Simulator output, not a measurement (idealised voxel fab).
Process module under the name voxel wiring stack
Cross-section cut spans 155 nm and uses square cells 5 nm in size.
We lay out every cross-section as a grid of square cells and spell it out in bands from the top down, where one band means one or more rows of cells. Band: top height; bottom height; in nm. Then, left to right: material with width in nm, for each material. "everywhere": a single material spanning edge to edge. "air": empty space. Height reference: 0 = level under which incoming wafer is all one material. Lowest band: no bottom, runs on downward, e.g. "0 down". It should be noted that a width expressed as "30..40" varies in equal increments from row to row of cells within the band, taking the value of the first number at the top row and that of the second number at the bottom row. "nothing different" after a step means that no cell of the cross-section changed. Heads up: "Closed void inventory" only lists the empty pockets with no open path to the top that are 8 cells or more, and it writes them as width x height at distance, distance from the left edge, in nm. What comes after the settings on a step's line is commentary from the simulator itself on that step. overlay nm: right-of-plan distance of the mask on a masked step; negative values mean left-of-plan.
Set out below are the planned steps of the process
1. op RECEIVE | material Si
2. op CONFORMAL_DEP | material SiO2 | thk nm 15
3. op DIRECTIONAL_DEP | material TiN | thk nm 5
4. op DIRECTIONAL_DEP | material W | thk nm 15
5. op MASKED_ETCH | tone cover | mask id METAL_1 | width nm 20 | pitch nm 45 | etch materials W | depth nm 15 | overlay nm 0
6. op MASKED_ETCH | tone cover | mask id METAL_1 | width nm 20 | pitch nm 45 | etch materials TiN | depth nm 5 | overlay nm 0
7. op CONFORMAL_DEP | material SiN | thk nm 5
8. op FILL_DEP | material lowk | thk nm 5
9. op CMP | height nm 35
10. op CONFORMAL_DEP | material SiCN | thk nm 5
11. op DIRECTIONAL_DEP | material lowk | thk nm 15
12. op PATTERN | tone open | mask id PLUG_1 | material resist | width nm 15 | pitch nm 90 | thk nm 15 | overlay nm 0
13. op DIRECTIONAL_ETCH | etch materials lowk | depth nm 15
14. op DIRECTIONAL_ETCH | etch materials SiCN | depth nm 5
15. op STRIP | etch materials resist
16. op CONFORMAL_DEP | material TiN | thk nm 5
17. op FILL_DEP | material W | thk nm 10
18. op CMP | height nm 55
19. op CONFORMAL_DEP | material SiN | thk nm 5
20. op DIRECTIONAL_DEP | material SiO2 | thk nm 25
21. op DIRECTIONAL_DEP | material aC | thk nm 15
22. op PATTERN | tone open | mask id METAL_2 | material resist | width nm 20 | pitch nm 45 | thk nm 30 | overlay nm 0
23. op DIRECTIONAL_ETCH | etch materials aC | depth nm 15
24. op STRIP | etch materials resist
25. op DIRECTIONAL_ETCH | etch materials SiO2 | depth nm 25
26. op DIRECTIONAL_ETCH | etch materials SiN | depth nm 5
27. op STRIP | etch materials aC
28. op CONFORMAL_DEP | material TiN | thk nm 5
29. op FILL_DEP | material W | thk nm 10
30. op CMP | height nm 85
31. op CONFORMAL_DEP | material SiCN | thk nm 5
32. op DIRECTIONAL_DEP | material SiO2 | thk nm 20
33. op DIRECTIONAL_DEP | material aC | thk nm 10
34. op PATTERN | tone open | mask id PLUG_2 | material resist | width nm 15 | pitch nm 90 | thk nm 30 | overlay nm 0
35. op DIRECTIONAL_ETCH | etch materials aC | depth nm 10
36. op STRIP | etch materials resist
37. op DIRECTIONAL_ETCH | etch materials SiO2 | depth nm 20
38. op DIRECTIONAL_ETCH | etch materials SiCN | depth nm 5
39. op STRIP | etch materials aC
40. op EPI | material Ru | thk nm 10
41. op EPI | material Ru | thk nm 10
42. op EPI | material Ru | thk nm 5
43. op CONFORMAL_DEP | material SiN | thk nm 5
44. op DIRECTIONAL_DEP | material lowk | thk nm 25
45. op MASKED_ETCH | tone open | mask id METAL_3 | width nm 20 | pitch nm 45 | etch materials lowk | depth nm 25 | overlay nm 0
46. op MASKED_ETCH | tone open | mask id METAL_3 | width nm 20 | pitch nm 45 | etch materials SiN | depth nm 5 | overlay nm 0
47. op CONFORMAL_DEP | material TiN | thk nm 5
48. op FILL_DEP | material Cu | thk nm 10
49. op CMP | height nm 140
50. op CONFORMAL_DEP | material SiCN | thk nm 5
51. op DIRECTIONAL_DEP | material lowk | thk nm 10
52. op DIRECTIONAL_DEP | material aC | thk nm 10
53. op PATTERN | tone open | mask id PLUG_3 | material resist | width nm 15 | pitch nm 45 | thk nm 25 | overlay nm 0
54. op DIRECTIONAL_ETCH | etch materials aC | depth nm 10
55. op STRIP | etch materials resist
56. op DIRECTIONAL_ETCH | etch materials lowk | depth nm 10
57. op DIRECTIONAL_ETCH | etch materials SiCN | depth nm 5
58. op STRIP | etch materials aC
59. op CONFORMAL_DEP | material TiN | thk nm 5
60. op FILL_DEP | material W | thk nm 5
61. op CMP | height nm 155
62. op DIRECTIONAL_DEP | material TiN | thk nm 5
63. op DIRECTIONAL_DEP | material W | thk nm 15
64. op PATTERN | tone cover | mask id METAL_4 | material resist | width nm 20 | pitch nm 45 | thk nm 20 | overlay nm 0
65. op DIRECTIONAL_ETCH | etch materials W | depth nm 15
66. op DIRECTIONAL_ETCH | etch materials TiN | depth nm 5
67. op STRIP | etch materials resist
68. op CONFORMAL_DEP | material SiCN | thk nm 5
69. op FILL_DEP | material lowk | thk nm 5
70. op CMP | height nm 175
71. op CONFORMAL_DEP | material SiCN | thk nm 5
Run as planned: first of two wafers
Received-state cross-section, reflecting completion of step 1
> 0 down  Si everywhere
> Closed void inventory: none
The wafer in cross-section once step 2 is complete
> 15 to 0  SiO2 everywhere
> Anything lower than 0 is untouched.
The wafer in cross-section once step 3 is complete
> 20 to 15  TiN everywhere
> Anything lower than 15 is untouched.
The wafer in cross-section once step 4 is complete
> 35 to 20  W everywhere
> Anything lower than 20 is untouched.
The wafer in cross-section once step 5 is complete
> 35 to 20  air: 20  W: 20  air: 25  W: 20  air: 25  W: 20  air: 25
> Anything lower than 20 is untouched.
The wafer in cross-section once step 6 is complete
> 35 to 20  air: 20  W: 20  air: 25  W: 20  air: 25  W: 20  air: 25
> 20 to 15  air: 20  TiN: 20  air: 25  TiN: 20  air: 25  TiN: 20  air: 25
> Anything lower than 15 is untouched.
The wafer in cross-section once step 7 is complete
> 40 to 35  air: 15  SiN: 30  air: 15  SiN: 30  air: 15  SiN: 30  air: 20
> 35 to 20  air: 15  SiN: 5  W: 20  SiN: 5  air: 15  SiN: 5  W: 20  SiN: 5  air: 15  SiN: 5  W: 20  SiN: 5  air: 20
> 20 to 15  SiN: 20  TiN: 20  SiN: 25  TiN: 20  SiN: 25  TiN: 20  SiN: 25
> Anything lower than 15 is untouched.
The wafer in cross-section once step 8 is complete
> 45 to 40  lowk everywhere
> 40 to 35  lowk: 15  SiN: 30  lowk: 15  SiN: 30  lowk: 15  SiN: 30  lowk: 20
> 35 to 20  lowk: 15  SiN: 5  W: 20  SiN: 5  lowk: 15  SiN: 5  W: 20  SiN: 5  lowk: 15  SiN: 5  W: 20  SiN: 5  lowk: 20
> Anything lower than 20 is untouched.
The wafer in cross-section once step 9 is complete
> 35 to 20  lowk: 15  SiN: 5  W: 20  SiN: 5  lowk: 15  SiN: 5  W: 20  SiN: 5  lowk: 15  SiN: 5  W: 20  SiN: 5  lowk: 20
> Anything lower than 20 is untouched.
The wafer in cross-section once step 10 is complete
> 40 to 35  SiCN everywhere
> Anything lower than 35 is untouched.
The wafer in cross-section once step 11 is complete
> 55 to 40  lowk everywhere
> Anything lower than 40 is untouched.
The wafer in cross-section once step 12 is complete
> 70 to 55  resist: 20  air: 15  resist: 75  air: 15  resist: 30
> Anything lower than 55 is untouched.
The wafer in cross-section once step 13 is complete
> 70 to 55  resist: 20  air: 15  resist: 75  air: 15  resist: 30
> 55 to 40  lowk: 20  air: 15  lowk: 75  air: 15  lowk: 30
> Anything lower than 40 is untouched.
The wafer in cross-section once step 14 is complete
> 70 to 55  resist: 20  air: 15  resist: 75  air: 15  resist: 30
> 55 to 40  lowk: 20  air: 15  lowk: 75  air: 15  lowk: 30
> 40 to 35  SiCN: 20  air: 15  SiCN: 75  air: 15  SiCN: 30
> Anything lower than 35 is untouched.
The wafer in cross-section once step 15 is complete
> 55 to 40  lowk: 20  air: 15  lowk: 75  air: 15  lowk: 30
> Anything lower than 40 is untouched.
The wafer in cross-section once step 16 is complete
> 60 to 55  TiN: 25  air: 5  TiN: 85  air: 5  TiN: 35
> 55 to 40  lowk: 20  TiN: 5  air: 5  TiN: 5  lowk: 75  TiN: 5  air: 5  TiN: 5  lowk: 30
> 40 to 35  SiCN: 20  TiN: 15  SiCN: 75  TiN: 15  SiCN: 30
> Anything lower than 35 is untouched.
The wafer in cross-section once step 17 is complete
> 70 to 60  W everywhere
> 60 to 55  TiN: 25  W: 5  TiN: 85  W: 5  TiN: 35
> 55 to 40  lowk: 20  TiN: 5  W: 5  TiN: 5  lowk: 75  TiN: 5  W: 5  TiN: 5  lowk: 30
> Anything lower than 40 is untouched.
The wafer in cross-section once step 18 is complete
> 55 to 40  lowk: 20  TiN: 5  W: 5  TiN: 5  lowk: 75  TiN: 5  W: 5  TiN: 5  lowk: 30
> Anything lower than 40 is untouched.
The wafer in cross-section once step 19 is complete
> 60 to 55  SiN everywhere
> Anything lower than 55 is untouched.
The wafer in cross-section once step 20 is complete
> 85 to 60  SiO2 everywhere
> Anything lower than 60 is untouched.
The wafer in cross-section once step 21 is complete
> 100 to 85  aC everywhere
> Anything lower than 85 is untouched.
The wafer in cross-section once step 22 is complete
> 130 to 100  resist: 20  air: 20  resist: 25  air: 20  resist: 25  air: 20  resist: 25
> Anything lower than 100 is untouched.
The wafer in cross-section once step 23 is complete
> 115 to 100  resist: 20  air: 20  resist: 25  air: 20  resist: 25  air: 20  resist: 25
> 100 to 85  aC: 20  air: 20  aC: 25  air: 20  aC: 25  air: 20  aC: 25
> Anything lower than 85 is untouched.
The wafer in cross-section once step 24 is complete
> 100 to 85  aC: 20  air: 20  aC: 25  air: 20  aC: 25  air: 20  aC: 25
> Anything lower than 85 is untouched.
The wafer in cross-section once step 25 is complete
> 100 to 85  aC: 20  air: 20  aC: 25  air: 20  aC: 25  air: 20  aC: 25
> 85 to 60  SiO2: 20  air: 20  SiO2: 25  air: 20  SiO2: 25  air: 20  SiO2: 25
> Anything lower than 60 is untouched.
The wafer in cross-section once step 26 is complete
> 100 to 85  aC: 20  air: 20  aC: 25  air: 20  aC: 25  air: 20  aC: 25
> 85 to 60  SiO2: 20  air: 20  SiO2: 25  air: 20  SiO2: 25  air: 20  SiO2: 25
> 60 to 55  SiN: 20  air: 20  SiN: 25  air: 20  SiN: 25  air: 20  SiN: 25
> Anything lower than 55 is untouched.
The wafer in cross-section once step 27 is complete
> 85 to 60  SiO2: 20  air: 20  SiO2: 25  air: 20  SiO2: 25  air: 20  SiO2: 25
> Anything lower than 60 is untouched.
The wafer in cross-section once step 28 is complete
> 90 to 85  TiN: 25  air: 10  TiN: 35  air: 10  TiN: 35  air: 10  TiN: 30
> 85 to 60  SiO2: 20  TiN: 5  air: 10  TiN: 5  SiO2: 25  TiN: 5  air: 10  TiN: 5  SiO2: 25  TiN: 5  air: 10  TiN: 5  SiO2: 25
> 60 to 55  SiN: 20  TiN: 20  SiN: 25  TiN: 20  SiN: 25  TiN: 20  SiN: 25
> Anything lower than 55 is untouched.
The wafer in cross-section once step 29 is complete
> 100 to 90  W everywhere
> 90 to 85  TiN: 25  W: 10  TiN: 35  W: 10  TiN: 35  W: 10  TiN: 30
> 85 to 60  SiO2: 20  TiN: 5  W: 10  TiN: 5  SiO2: 25  TiN: 5  W: 10  TiN: 5  SiO2: 25  TiN: 5  W: 10  TiN: 5  SiO2: 25
> Anything lower than 60 is untouched.
The wafer in cross-section once step 30 is complete
> 85 to 60  SiO2: 20  TiN: 5  W: 10  TiN: 5  SiO2: 25  TiN: 5  W: 10  TiN: 5  SiO2: 25  TiN: 5  W: 10  TiN: 5  SiO2: 25
> Anything lower than 60 is untouched.
The wafer in cross-section once step 31 is complete
> 90 to 85  SiCN everywhere
> Anything lower than 85 is untouched.
The wafer in cross-section once step 32 is complete
> 110 to 90  SiO2 everywhere
> Anything lower than 90 is untouched.
The wafer in cross-section once step 33 is complete
> 120 to 110  aC everywhere
> Anything lower than 110 is untouched.
The wafer in cross-section once step 34 is complete
> 150 to 120  resist: 20  air: 15  resist: 75  air: 15  resist: 30
> Anything lower than 120 is untouched.
The wafer in cross-section once step 35 is complete
> 140 to 120  resist: 20  air: 15  resist: 75  air: 15  resist: 30
> 120 to 110  aC: 20  air: 15  aC: 75  air: 15  aC: 30
> Anything lower than 110 is untouched.
The wafer in cross-section once step 36 is complete
> 120 to 110  aC: 20  air: 15  aC: 75  air: 15  aC: 30
> Anything lower than 110 is untouched.
The wafer in cross-section once step 37 is complete
> 120 to 110  aC: 20  air: 15  aC: 75  air: 15  aC: 30
> 110 to 90  SiO2: 20  air: 15  SiO2: 75  air: 15  SiO2: 30
> Anything lower than 90 is untouched.
The wafer in cross-section once step 38 is complete
> 120 to 110  aC: 20  air: 15  aC: 75  air: 15  aC: 30
> 110 to 90  SiO2: 20  air: 15  SiO2: 75  air: 15  SiO2: 30
> 90 to 85  SiCN: 20  air: 15  SiCN: 75  air: 15  SiCN: 30
> Anything lower than 85 is untouched.
The wafer in cross-section once step 39 is complete
> 110 to 90  SiO2: 20  air: 15  SiO2: 75  air: 15  SiO2: 30
> Anything lower than 90 is untouched.
The wafer in cross-section once step 40 is complete
> 110 to 95  SiO2: 20  air: 15  SiO2: 75  air: 15  SiO2: 30
> 95 to 90  SiO2: 20  Ru: 15  SiO2: 75  Ru: 15  SiO2: 30
> 90 to 85  SiCN: 20  Ru: 15  SiCN: 75  Ru: 15  SiCN: 30
> Anything lower than 85 is untouched.
The wafer in cross-section once step 41 is complete
> 110 to 105  SiO2: 20  air: 15  SiO2: 75  air: 15  SiO2: 30
> 105 to 90  SiO2: 20  Ru: 15  SiO2: 75  Ru: 15  SiO2: 30
> Anything lower than 90 is untouched.
The wafer in cross-section once step 42 is complete
> 110 to 90  SiO2: 20  Ru: 15  SiO2: 75  Ru: 15  SiO2: 30
> Anything lower than 90 is untouched.
The wafer in cross-section once step 43 is complete
> 115 to 110  SiN everywhere
> Anything lower than 110 is untouched.
The wafer in cross-section once step 44 is complete
> 140 to 115  lowk everywhere
> Anything lower than 115 is untouched.
The wafer in cross-section once step 45 is complete
> 140 to 115  lowk: 20  air: 20  lowk: 25  air: 20  lowk: 25  air: 20  lowk: 25
> Anything lower than 115 is untouched.
The wafer in cross-section once step 46 is complete
> 140 to 115  lowk: 20  air: 20  lowk: 25  air: 20  lowk: 25  air: 20  lowk: 25
> 115 to 110  SiN: 20  air: 20  SiN: 25  air: 20  SiN: 25  air: 20  SiN: 25
> Anything lower than 110 is untouched.
The wafer in cross-section once step 47 is complete
> 145 to 140  TiN: 25  air: 10  TiN: 35  air: 10  TiN: 35  air: 10  TiN: 30
> 140 to 115  lowk: 20  TiN: 5  air: 10  TiN: 5  lowk: 25  TiN: 5  air: 10  TiN: 5  lowk: 25  TiN: 5  air: 10  TiN: 5  lowk: 25
> 115 to 110  SiN: 20  TiN: 20  SiN: 25  TiN: 20  SiN: 25  TiN: 20  SiN: 25
> Anything lower than 110 is untouched.
The wafer in cross-section once step 48 is complete
> 155 to 145  Cu everywhere
> 145 to 140  TiN: 25  Cu: 10  TiN: 35  Cu: 10  TiN: 35  Cu: 10  TiN: 30
> 140 to 115  lowk: 20  TiN: 5  Cu: 10  TiN: 5  lowk: 25  TiN: 5  Cu: 10  TiN: 5  lowk: 25  TiN: 5  Cu: 10  TiN: 5  lowk: 25
> Anything lower than 115 is untouched.
The wafer in cross-section once step 49 is complete
> 140 to 115  lowk: 20  TiN: 5  Cu: 10  TiN: 5  lowk: 25  TiN: 5  Cu: 10  TiN: 5  lowk: 25  TiN: 5  Cu: 10  TiN: 5  lowk: 25
> Anything lower than 115 is untouched.
The wafer in cross-section once step 50 is complete
> 145 to 140  SiCN everywhere
> Anything lower than 140 is untouched.
The wafer in cross-section once step 51 is complete
> 155 to 145  lowk everywhere
> Anything lower than 145 is untouched.
The wafer in cross-section once step 52 is complete
> 165 to 155  aC everywhere
> Anything lower than 155 is untouched.
The wafer in cross-section once step 53 is complete
> 190 to 165  resist: 20  air: 15  resist: 30  air: 15  resist: 30  air: 15  resist: 30
> Anything lower than 165 is untouched.
The wafer in cross-section once step 54 is complete
> 180 to 165  resist: 20  air: 15  resist: 30  air: 15  resist: 30  air: 15  resist: 30
> 165 to 155  aC: 20  air: 15  aC: 30  air: 15  aC: 30  air: 15  aC: 30
> Anything lower than 155 is untouched.
The wafer in cross-section once step 55 is complete
> 165 to 155  aC: 20  air: 15  aC: 30  air: 15  aC: 30  air: 15  aC: 30
> Anything lower than 155 is untouched.
The wafer in cross-section once step 56 is complete
> 165 to 155  aC: 20  air: 15  aC: 30  air: 15  aC: 30  air: 15  aC: 30
> 155 to 145  lowk: 20  air: 15  lowk: 30  air: 15  lowk: 30  air: 15  lowk: 30
> Anything lower than 145 is untouched.
The wafer in cross-section once step 57 is complete
> 165 to 155  aC: 20  air: 15  aC: 30  air: 15  aC: 30  air: 15  aC: 30
> 155 to 145  lowk: 20  air: 15  lowk: 30  air: 15  lowk: 30  air: 15  lowk: 30
> 145 to 140  SiCN: 20  air: 15  SiCN: 30  air: 15  SiCN: 30  air: 15  SiCN: 30
> Anything lower than 140 is untouched.
The wafer in cross-section once step 58 is complete
> 155 to 145  lowk: 20  air: 15  lowk: 30  air: 15  lowk: 30  air: 15  lowk: 30
> Anything lower than 145 is untouched.
The wafer in cross-section once step 59 is complete
> 160 to 155  TiN: 25  air: 5  TiN: 40  air: 5  TiN: 40  air: 5  TiN: 35
> 155 to 145  lowk: 20  TiN: 5  air: 5  TiN: 5  lowk: 30  TiN: 5  air: 5  TiN: 5  lowk: 30  TiN: 5  air: 5  TiN: 5  lowk: 30
> 145 to 140  SiCN: 20  TiN: 15  SiCN: 30  TiN: 15  SiCN: 30  TiN: 15  SiCN: 30
> Anything lower than 140 is untouched.
The wafer in cross-section once step 60 is complete
> 165 to 160  W everywhere
> 160 to 155  TiN: 25  W: 5  TiN: 40  W: 5  TiN: 40  W: 5  TiN: 35
> 155 to 145  lowk: 20  TiN: 5  W: 5  TiN: 5  lowk: 30  TiN: 5  W: 5  TiN: 5  lowk: 30  TiN: 5  W: 5  TiN: 5  lowk: 30
> Anything lower than 145 is untouched.
The wafer in cross-section once step 61 is complete
> 155 to 145  lowk: 20  TiN: 5  W: 5  TiN: 5  lowk: 30  TiN: 5  W: 5  TiN: 5  lowk: 30  TiN: 5  W: 5  TiN: 5  lowk: 30
> Anything lower than 145 is untouched.
The wafer in cross-section once step 62 is complete
> 160 to 155  TiN everywhere
> Anything lower than 155 is untouched.
The wafer in cross-section once step 63 is complete
> 175 to 160  W everywhere
> Anything lower than 160 is untouched.
The wafer in cross-section once step 64 is complete
> 195 to 175  air: 20  resist: 20  air: 25  resist: 20  air: 25  resist: 20  air: 25
> Anything lower than 175 is untouched.
The wafer in cross-section once step 65 is complete
> 195 to 175  air: 20  resist: 20  air: 25  resist: 20  air: 25  resist: 20  air: 25
> 175 to 160  air: 20  W: 20  air: 25  W: 20  air: 25  W: 20  air: 25
> Anything lower than 160 is untouched.
The wafer in cross-section once step 66 is complete
> 195 to 175  air: 20  resist: 20  air: 25  resist: 20  air: 25  resist: 20  air: 25
> 175 to 160  air: 20  W: 20  air: 25  W: 20  air: 25  W: 20  air: 25
> 160 to 155  air: 20  TiN: 20  air: 25  TiN: 20  air: 25  TiN: 20  air: 25
> Anything lower than 155 is untouched.
The wafer in cross-section once step 67 is complete
> 175 to 160  air: 20  W: 20  air: 25  W: 20  air: 25  W: 20  air: 25
> Anything lower than 160 is untouched.
The wafer in cross-section once step 68 is complete
> 180 to 175  air: 15  SiCN: 30  air: 15  SiCN: 30  air: 15  SiCN: 30  air: 20
> 175 to 160  air: 15  SiCN: 5  W: 20  SiCN: 5  air: 15  SiCN: 5  W: 20  SiCN: 5  air: 15  SiCN: 5  W: 20  SiCN: 5  air: 20
> 160 to 155  SiCN: 20  TiN: 20  SiCN: 25  TiN: 20  SiCN: 25  TiN: 20  SiCN: 25
> Anything lower than 155 is untouched.
The wafer in cross-section once step 69 is complete
> 185 to 180  lowk everywhere
> 180 to 175  lowk: 15  SiCN: 30  lowk: 15  SiCN: 30  lowk: 15  SiCN: 30  lowk: 20
> 175 to 160  lowk: 15  SiCN: 5  W: 20  SiCN: 5  lowk: 15  SiCN: 5  W: 20  SiCN: 5  lowk: 15  SiCN: 5  W: 20  SiCN: 5  lowk: 20
> Anything lower than 160 is untouched.
The wafer in cross-section once step 70 is complete
> 175 to 160  lowk: 15  SiCN: 5  W: 20  SiCN: 5  lowk: 15  SiCN: 5  W: 20  SiCN: 5  lowk: 15  SiCN: 5  W: 20  SiCN: 5  lowk: 20
> Anything lower than 160 is untouched.
The wafer in cross-section once step 71 is complete
> 180 to 175  SiCN everywhere
> Anything lower than 175 is untouched.
The second wafer began exactly as the first did and followed the same plan, but one mistake was made while running it; through step 42 inclusive, the two wafers are identical
At the planned end of step 43, the second wafer in cross-section: nothing different
At the planned end of step 44, the second wafer in cross-section
> 135 to 110  lowk everywhere
> Anything lower than 110 is untouched.
At the planned end of step 45, the second wafer in cross-section
> 135 to 110  lowk: 20  air: 20  lowk: 25  air: 20  lowk: 25  air: 20  lowk: 25
> Anything lower than 110 is untouched.
At the planned end of step 46, the second wafer in cross-section: nothing different
At the planned end of step 47, the second wafer in cross-section
> 140 to 135  TiN: 25  air: 10  TiN: 35  air: 10  TiN: 35  air: 10  TiN: 30
> 135 to 115  lowk: 20  TiN: 5  air: 10  TiN: 5  lowk: 25  TiN: 5  air: 10  TiN: 5  lowk: 25  TiN: 5  air: 10  TiN: 5  lowk: 25
> 115 to 110  lowk: 20  TiN: 20  lowk: 25  TiN: 20  lowk: 25  TiN: 20  lowk: 25
> Anything lower than 110 is untouched.
At the planned end of step 48, the second wafer in cross-section
> 150 to 140  Cu everywhere
> 140 to 135  TiN: 25  Cu: 10  TiN: 35  Cu: 10  TiN: 35  Cu: 10  TiN: 30
> 135 to 115  lowk: 20  TiN: 5  Cu: 10  TiN: 5  lowk: 25  TiN: 5  Cu: 10  TiN: 5  lowk: 25  TiN: 5  Cu: 10  TiN: 5  lowk: 25
> Anything lower than 115 is untouched.
At the planned end of step 49, the second wafer in cross-section
> 140 to 135  TiN: 25  Cu: 10  TiN: 35  Cu: 10  TiN: 35  Cu: 10  TiN: 30
> Anything lower than 135 is untouched.
At the planned end of step 50, the second wafer in cross-section
> 145 to 140  SiCN everywhere
> Anything lower than 140 is untouched.
At the planned end of step 51, the second wafer in cross-section
> 155 to 145  lowk everywhere
> Anything lower than 145 is untouched.
At the planned end of step 52, the second wafer in cross-section
> 165 to 155  aC everywhere
> Anything lower than 155 is untouched.
At the planned end of step 53, the second wafer in cross-section
> 190 to 165  resist: 20  air: 15  resist: 30  air: 15  resist: 30  air: 15  resist: 30
> Anything lower than 165 is untouched.
At the planned end of step 54, the second wafer in cross-section
> 180 to 165  resist: 20  air: 15  resist: 30  air: 15  resist: 30  air: 15  resist: 30
> 165 to 155  aC: 20  air: 15  aC: 30  air: 15  aC: 30  air: 15  aC: 30
> Anything lower than 155 is untouched.
At the planned end of step 55, the second wafer in cross-section
> 165 to 155  aC: 20  air: 15  aC: 30  air: 15  aC: 30  air: 15  aC: 30
> Anything lower than 155 is untouched.
At the planned end of step 56, the second wafer in cross-section
> 165 to 155  aC: 20  air: 15  aC: 30  air: 15  aC: 30  air: 15  aC: 30
> 155 to 145  lowk: 20  air: 15  lowk: 30  air: 15  lowk: 30  air: 15  lowk: 30
> Anything lower than 145 is untouched.
At the planned end of step 57, the second wafer in cross-section
> 165 to 155  aC: 20  air: 15  aC: 30  air: 15  aC: 30  air: 15  aC: 30
> 155 to 145  lowk: 20  air: 15  lowk: 30  air: 15  lowk: 30  air: 15  lowk: 30
> 145 to 140  SiCN: 20  air: 15  SiCN: 30  air: 15  SiCN: 30  air: 15  SiCN: 30
> Anything lower than 140 is untouched.
At the planned end of step 58, the second wafer in cross-section
> 155 to 145  lowk: 20  air: 15  lowk: 30  air: 15  lowk: 30  air: 15  lowk: 30
> Anything lower than 145 is untouched.
At the planned end of step 59, the second wafer in cross-section
> 160 to 155  TiN: 25  air: 5  TiN: 40  air: 5  TiN: 40  air: 5  TiN: 35
> 155 to 145  lowk: 20  TiN: 5  air: 5  TiN: 5  lowk: 30  TiN: 5  air: 5  TiN: 5  lowk: 30  TiN: 5  air: 5  TiN: 5  lowk: 30
> 145 to 140  SiCN: 20  TiN: 15  SiCN: 30  TiN: 15  SiCN: 30  TiN: 15  SiCN: 30
> Anything lower than 140 is untouched.
At the planned end of step 60, the second wafer in cross-section
> 165 to 160  W everywhere
> 160 to 155  TiN: 25  W: 5  TiN: 40  W: 5  TiN: 40  W: 5  TiN: 35
> 155 to 145  lowk: 20  TiN: 5  W: 5  TiN: 5  lowk: 30  TiN: 5  W: 5  TiN: 5  lowk: 30  TiN: 5  W: 5  TiN: 5  lowk: 30
> Anything lower than 145 is untouched.
At the planned end of step 61, the second wafer in cross-section
> 155 to 145  lowk: 20  TiN: 5  W: 5  TiN: 5  lowk: 30  TiN: 5  W: 5  TiN: 5  lowk: 30  TiN: 5  W: 5  TiN: 5  lowk: 30
> Anything lower than 145 is untouched.
At the planned end of step 62, the second wafer in cross-section
> 160 to 155  TiN everywhere
> Anything lower than 155 is untouched.
At the planned end of step 63, the second wafer in cross-section
> 175 to 160  W everywhere
> Anything lower than 160 is untouched.
At the planned end of step 64, the second wafer in cross-section
> 195 to 175  air: 20  resist: 20  air: 25  resist: 20  air: 25  resist: 20  air: 25
> Anything lower than 175 is untouched.
At the planned end of step 65, the second wafer in cross-section
> 195 to 175  air: 20  resist: 20  air: 25  resist: 20  air: 25  resist: 20  air: 25
> 175 to 160  air: 20  W: 20  air: 25  W: 20  air: 25  W: 20  air: 25
> Anything lower than 160 is untouched.
At the planned end of step 66, the second wafer in cross-section
> 195 to 175  air: 20  resist: 20  air: 25  resist: 20  air: 25  resist: 20  air: 25
> 175 to 160  air: 20  W: 20  air: 25  W: 20  air: 25  W: 20  air: 25
> 160 to 155  air: 20  TiN: 20  air: 25  TiN: 20  air: 25  TiN: 20  air: 25
> Anything lower than 155 is untouched.
At the planned end of step 67, the second wafer in cross-section
> 175 to 160  air: 20  W: 20  air: 25  W: 20  air: 25  W: 20  air: 25
> Anything lower than 160 is untouched.
At the planned end of step 68, the second wafer in cross-section
> 180 to 175  air: 15  SiCN: 30  air: 15  SiCN: 30  air: 15  SiCN: 30  air: 20
> 175 to 160  air: 15  SiCN: 5  W: 20  SiCN: 5  air: 15  SiCN: 5  W: 20  SiCN: 5  air: 15  SiCN: 5  W: 20  SiCN: 5  air: 20
> 160 to 155  SiCN: 20  TiN: 20  SiCN: 25  TiN: 20  SiCN: 25  TiN: 20  SiCN: 25
> Anything lower than 155 is untouched.
At the planned end of step 69, the second wafer in cross-section
> 185 to 180  lowk everywhere
> 180 to 175  lowk: 15  SiCN: 30  lowk: 15  SiCN: 30  lowk: 15  SiCN: 30  lowk: 20
> 175 to 160  lowk: 15  SiCN: 5  W: 20  SiCN: 5  lowk: 15  SiCN: 5  W: 20  SiCN: 5  lowk: 15  SiCN: 5  W: 20  SiCN: 5  lowk: 20
> Anything lower than 160 is untouched.
At the planned end of step 70, the second wafer in cross-section
> 175 to 160  lowk: 15  SiCN: 5  W: 20  SiCN: 5  lowk: 15  SiCN: 5  W: 20  SiCN: 5  lowk: 15  SiCN: 5  W: 20  SiCN: 5  lowk: 20
> Anything lower than 160 is untouched.
At the planned end of step 71, the second wafer in cross-section
> 180 to 175  SiCN everywhere
> Anything lower than 175 is untouched.
Deviation from plan: heads up, step 43 of the plan was skipped and never actually ran
End of process, cell counts, second wafer against first, materials with more or fewer: SiN: 19 fewer; TiN: 19 more
